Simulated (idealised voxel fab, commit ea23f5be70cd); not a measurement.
The process module that follows is named voxel trench capacitor.
Section cut is 295 nm wide and gridded with 5 nm square cells.
How to read a cross-section here: the picture is a grid of square cells, written as bands going from the top down, and any band can span one or more rows of cells. First you get the band's top height and its bottom height, in nm, and then the materials it's made of, left to right, with each width in nm. If you see a single material with "all across", that one covers the band edge to edge. "air" is empty space. Basically, 0 is our baseline, since under it the wafer straight out of the box is all one material. The bottom band has no lower end and keeps on going down, so it looks like "top 0, no bottom". The two numbers in a width such as "30 to 40" mark its ends across the band: the first belongs to the top row of cells, the second to the bottom row, and from each row to the next the width moves by the same amount. What does "nothing different" mean for a step? It means no cell of the cross-section changed in that step. So "Voids, sealed" is basically the list of trapped voids: any empty space of 8 cells or more that can't reach the top through an opening. They're written width x height at distance, the distance being from the left edge, and it's all nm. Formally, on a step line, whatever follows the settings is a remark that the simulator itself makes on the step. On any step carrying a mask, the "overlay nm" setting, if present on the step's line, tells how far right of its planned place the mask lay; negative values point to the left.

The planned process steps are enumerated hereunder
1,RECEIVE,material Si
2,CONFORMAL_DEP,material SiN,thk nm 10
3,DIRECTIONAL_DEP,material aC,thk nm 10
4,PATTERN,tone open,mask id TRENCH,material resist,width nm 25,pitch nm 45,thk nm 30,overlay nm 0
5,DIRECTIONAL_ETCH,etch materials aC,depth nm 10
6,STRIP,etch materials resist
7,DIRECTIONAL_ETCH,etch materials SiN,depth nm 10
8,DIRECTIONAL_ETCH,etch materials Si,depth nm 30
9,STRIP,etch materials aC
10,CONFORMAL_DEP,material Al2O3,thk nm 5
11,FILL_DEP,material polySi,thk nm 5
12,CMP,height nm 10

As-received wafer cross-section (after step 1)
- top 0, no bottom  Si all across
- Voids, sealed: none

Starting structure and process plan are as shown above, but one mistake was made in running the module; the wafer cross-section at the end of the module follows
- top 10, bottom 0  60 polySi; 5 Al2O3; 25 SiN; 5 Al2O3; 10 polySi; 5 Al2O3; 25 SiN; 5 Al2O3; 10 polySi; 5 Al2O3; 25 SiN; 5 Al2O3; 10 polySi; 5 Al2O3; 25 SiN; 5 Al2O3; 65 polySi
- top 0, bottom -25  60 polySi; 5 Al2O3; 25 Si; 5 Al2O3; 10 polySi; 5 Al2O3; 25 Si; 5 Al2O3; 10 polySi; 5 Al2O3; 25 Si; 5 Al2O3; 10 polySi; 5 Al2O3; 25 Si; 5 Al2O3; 65 polySi
- top -25, bottom -30  65 Al2O3; 25 Si; 20 Al2O3; 25 Si; 20 Al2O3; 25 Si; 20 Al2O3; 25 Si; 70 Al2O3
- top -30, no bottom  Si all across
- Voids, sealed: none
Misprocessing identified: it should be noted that step 4 was executed with settings other than those planned, the operation and settings actually applied being PATTERN,tone cover,mask id TRENCH,material resist,width nm 25,pitch nm 45,thk nm 30,overlay nm 0
